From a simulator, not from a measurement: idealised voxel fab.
The process module presented herein is designated voxel gate over fins.
This is section cut - it's 275 nm across, gridded in 5 nm square cells.
The cross-sections in this document take the form of a grid made of square cells. They are written out as bands, in order from top to bottom. Each band consists of one or more rows of cells. Band entry format. Leading values: height of top, height of bottom, nm. Remainder: materials in left-to-right order, each with its width in nm. Special words: "everywhere" on a single material, which then fills the band edge to edge; "empty", empty space. Below 0: as-received wafer, all one material; heights counted from there. Lowest band: no bottom, goes on down, written "0..down". Graded width ("30 to 40"): value in top row of band = first number; value in bottom row = second number; row-to-row change constant. A step reported as "no modifications" is a step in which no cell of the cross-section changed. In the "Enclosed internal cavities" entry, you get each enclosed empty space of 8 cells or more, one with no open way to the top, written width x height at distance, distance from the left edge, in nm. Step line, after settings: the simulator's comment on this step. For masked steps, "overlay nm" on the step line gives how far right of plan the mask actually lay; a minus sign means it lay to the left.
Here's what the planned process steps look like
1) RECEIVE, material Si
2) CONFORMAL_DEP, material SiN, thk nm 5
3) PATTERN, tone cover, mask id FINS, material resist, width nm 15, pitch nm 55, thk nm 15, overlay nm 0
4) DIRECTIONAL_ETCH, etch materials SiN, depth nm 5
5) DIRECTIONAL_ETCH, etch materials Si, depth nm 30
6) STRIP, etch materials resist
7) FILL_DEP, material SiO2, thk nm 10
8) CMP, height nm 5
9) MASKED_ETCH, tone open, mask id RAIL, width nm 15, etch materials SiO2, depth nm 30, overlay nm 0
10) CONFORMAL_DEP, material TiN, thk nm 5
11) FILL_DEP, material W, thk nm 5
12) CMP, height nm 5
13) SELECTIVE_ETCH, etch materials W Ru TiN, depth nm 20
14) FILL_DEP, material SiO2, thk nm 5
15) CMP, height nm 5
16) SELECTIVE_ETCH, etch materials SiO2, depth nm 15
17) STRIP, etch materials SiN
18) CONFORMAL_DEP, material HfO2, thk nm 5
19) CONFORMAL_DEP, material TiN, thk nm 5
20) CONFORMAL_DEP, material TiAl, thk nm 5
21) CONFORMAL_DEP, material TiN, thk nm 5
22) FILL_DEP, material W, thk nm 15
23) CMP, height nm 30
24) CONFORMAL_DEP, material SiN, thk nm 10
First of two wafers: run as planned
As-received wafer cross-section (after step 1)
    0..down: Si everywhere
    Enclosed internal cavities: none
Cross-section of the wafer subsequent to step 2
    5..0: SiN everywhere
    Unchanged below 0.
Cross-section of the wafer subsequent to step 3
    20..5: empty=100 / resist=15 / empty=40 / resist=15 / empty=105
    Unchanged below 5.
Cross-section of the wafer subsequent to step 4
    20..5: empty=100 / resist=15 / empty=40 / resist=15 / empty=105
    5..0: empty=100 / SiN=15 / empty=40 / SiN=15 / empty=105
    Unchanged below 0.
Cross-section of the wafer subsequent to step 5
    20..5: empty=100 / resist=15 / empty=40 / resist=15 / empty=105
    5..0: empty=100 / SiN=15 / empty=40 / SiN=15 / empty=105
    0..-30: empty=100 / Si=15 / empty=40 / Si=15 / empty=105
    Unchanged below -30.
Cross-section of the wafer subsequent to step 6
    5..0: empty=100 / SiN=15 / empty=40 / SiN=15 / empty=105
    Unchanged below 0.
Cross-section of the wafer subsequent to step 7
    15..5: SiO2 everywhere
    5..0: SiO2=100 / SiN=15 / SiO2=40 / SiN=15 / SiO2=105
    0..-30: SiO2=100 / Si=15 / SiO2=40 / Si=15 / SiO2=105
    Unchanged below -30.
Cross-section of the wafer subsequent to step 8
    5..0: SiO2=100 / SiN=15 / SiO2=40 / SiN=15 / SiO2=105
    Unchanged below 0.
Cross-section of the wafer subsequent to step 9
    5..0: SiO2=100 / SiN=15 / SiO2=10 / empty=15 / SiO2=15 / SiN=15 / SiO2=105
    0..-25: SiO2=100 / Si=15 / SiO2=10 / empty=15 / SiO2=15 / Si=15 / SiO2=105
    Unchanged below -25.
Cross-section of the wafer subsequent to step 10
    10..5: TiN=130 / empty=5 / TiN=140
    5..0: SiO2=100 / SiN=15 / SiO2=10 / TiN=5 / empty=5 / TiN=5 / SiO2=15 / SiN=15 / SiO2=105
    0..-20: SiO2=100 / Si=15 / SiO2=10 / TiN=5 / empty=5 / TiN=5 / SiO2=15 / Si=15 / SiO2=105
    -20..-25: SiO2=100 / Si=15 / SiO2=10 / TiN=15 / SiO2=15 / Si=15 / SiO2=105
    Unchanged below -25.
Cross-section of the wafer subsequent to step 11
    15..10: W everywhere
    10..5: TiN=130 / W=5 / TiN=140
    5..0: SiO2=100 / SiN=15 / SiO2=10 / TiN=5 / W=5 / TiN=5 / SiO2=15 / SiN=15 / SiO2=105
    0..-20: SiO2=100 / Si=15 / SiO2=10 / TiN=5 / W=5 / TiN=5 / SiO2=15 / Si=15 / SiO2=105
    Unchanged below -20.
Cross-section of the wafer subsequent to step 12
    5..0: SiO2=100 / SiN=15 / SiO2=10 / TiN=5 / W=5 / TiN=5 / SiO2=15 / SiN=15 / SiO2=105
    Unchanged below 0.
Cross-section of the wafer subsequent to step 13
    5..0: SiO2=100 / SiN=15 / SiO2=10 / empty=15 / SiO2=15 / SiN=15 / SiO2=105
    0..-15: SiO2=100 / Si=15 / SiO2=10 / empty=15 / SiO2=15 / Si=15 / SiO2=105
    Unchanged below -15.
Cross-section of the wafer subsequent to step 14
    10..5: SiO2 everywhere
    5..0: SiO2=100 / SiN=15 / SiO2=40 / SiN=15 / SiO2=105
    0..-15: SiO2=100 / Si=15 / SiO2=40 / Si=15 / SiO2=105
    Unchanged below -15.
Cross-section of the wafer subsequent to step 15
    5..0: SiO2=100 / SiN=15 / SiO2=40 / SiN=15 / SiO2=105
    Unchanged below 0.
Cross-section of the wafer subsequent to step 16
    5..0: empty=100 / SiN=15 / empty=40 / SiN=15 / empty=105
    0..-10: empty=100 / Si=15 / empty=40 / Si=15 / empty=105
    Unchanged below -10.
Cross-section of the wafer subsequent to step 17
    0..-10: empty=100 / Si=15 / empty=40 / Si=15 / empty=105
    Unchanged below -10.
Cross-section of the wafer subsequent to step 18
    5..0: empty=95 / HfO2=25 / empty=30 / HfO2=25 / empty=100
    0..-5: empty=95 / HfO2=5 / Si=15 / HfO2=5 / empty=30 / HfO2=5 / Si=15 / HfO2=5 / empty=100
    -5..-10: HfO2=100 / Si=15 / HfO2=40 / Si=15 / HfO2=105
    Unchanged below -10.
Cross-section of the wafer subsequent to step 19
    10..5: empty=90 / TiN=35 / empty=20 / TiN=35 / empty=95
    5..0: empty=90 / TiN=5 / HfO2=25 / TiN=5 / empty=20 / TiN=5 / HfO2=25 / TiN=5 / empty=95
    0..-5: TiN=95 / HfO2=5 / Si=15 / HfO2=5 / TiN=30 / HfO2=5 / Si=15 / HfO2=5 / TiN=100
    Unchanged below -5.
Cross-section of the wafer subsequent to step 20
    15..10: empty=85 / TiAl=45 / empty=10 / TiAl=45 / empty=90
    10..5: empty=85 / TiAl=5 / TiN=35 / TiAl=5 / empty=10 / TiAl=5 / TiN=35 / TiAl=5 / empty=90
    5..0: TiAl=90 / TiN=5 / HfO2=25 / TiN=5 / TiAl=20 / TiN=5 / HfO2=25 / TiN=5 / TiAl=95
    Unchanged below 0.
Cross-section of the wafer subsequent to step 21
    20..15: empty=80 / TiN=110 / empty=85
    15..10: empty=80 / TiN=5 / TiAl=45 / TiN=10 / TiAl=45 / TiN=5 / empty=85
    10..5: TiN=85 / TiAl=5 / TiN=35 / TiAl=5 / TiN=10 / TiAl=5 / TiN=35 / TiAl=5 / TiN=90
    Unchanged below 5.
Cross-section of the wafer subsequent to step 22
    35..20: W everywhere
    20..15: W=80 / TiN=110 / W=85
    15..10: W=80 / TiN=5 / TiAl=45 / TiN=10 / TiAl=45 / TiN=5 / W=85
    Unchanged below 10.
Cross-section of the wafer subsequent to step 23
    30..20: W everywhere
    Unchanged below 20.
Cross-section of the wafer subsequent to step 24
    40..30: SiN everywhere
    Unchanged below 30.
Wafer two: like wafer one in start and plan, but with one mistake in execution; identical up to and including step 17
Cross-section of the second wafer corresponding to the planned conclusion of step 18: no modifications
Cross-section of the second wafer corresponding to the planned conclusion of step 19
    5..0: empty=95 / TiN=25 / empty=30 / TiN=25 / empty=100
    0..-5: empty=95 / TiN=5 / Si=15 / TiN=5 / empty=30 / TiN=5 / Si=15 / TiN=5 / empty=100
    -5..-10: TiN=100 / Si=15 / TiN=40 / Si=15 / TiN=105
    Unchanged below -10.
Cross-section of the second wafer corresponding to the planned conclusion of step 20
    10..5: empty=90 / TiAl=35 / empty=20 / TiAl=35 / empty=95
    5..0: empty=90 / TiAl=5 / TiN=25 / TiAl=5 / empty=20 / TiAl=5 / TiN=25 / TiAl=5 / empty=95
    0..-5: TiAl=95 / TiN=5 / Si=15 / TiN=5 / TiAl=30 / TiN=5 / Si=15 / TiN=5 / TiAl=100
    Unchanged below -5.
Cross-section of the second wafer corresponding to the planned conclusion of step 21
    15..10: empty=85 / TiN=45 / empty=10 / TiN=45 / empty=90
    10..5: empty=85 / TiN=5 / TiAl=35 / TiN=5 / empty=10 / TiN=5 / TiAl=35 / TiN=5 / empty=90
    5..0: TiN=90 / TiAl=5 / TiN=25 / TiAl=5 / TiN=20 / TiAl=5 / TiN=25 / TiAl=5 / TiN=95
    Unchanged below 0.
Cross-section of the second wafer corresponding to the planned conclusion of step 22
    30..15: W everywhere
    15..10: W=85 / TiN=45 / W=10 / TiN=45 / W=90
    10..5: W=85 / TiN=5 / TiAl=35 / TiN=5 / W=10 / TiN=5 / TiAl=35 / TiN=5 / W=90
    Unchanged below 5.
Cross-section of the second wafer corresponding to the planned conclusion of step 23: no modifications
Cross-section of the second wafer corresponding to the planned conclusion of step 24
    40..30: SiN everywhere
    Unchanged below 30.
What was the processing mistake? it should be noted that step 18 of the plan was omitted and was not performed
at the end the second wafer has, in cells: 63 fewer of HfO2; 63 more of W
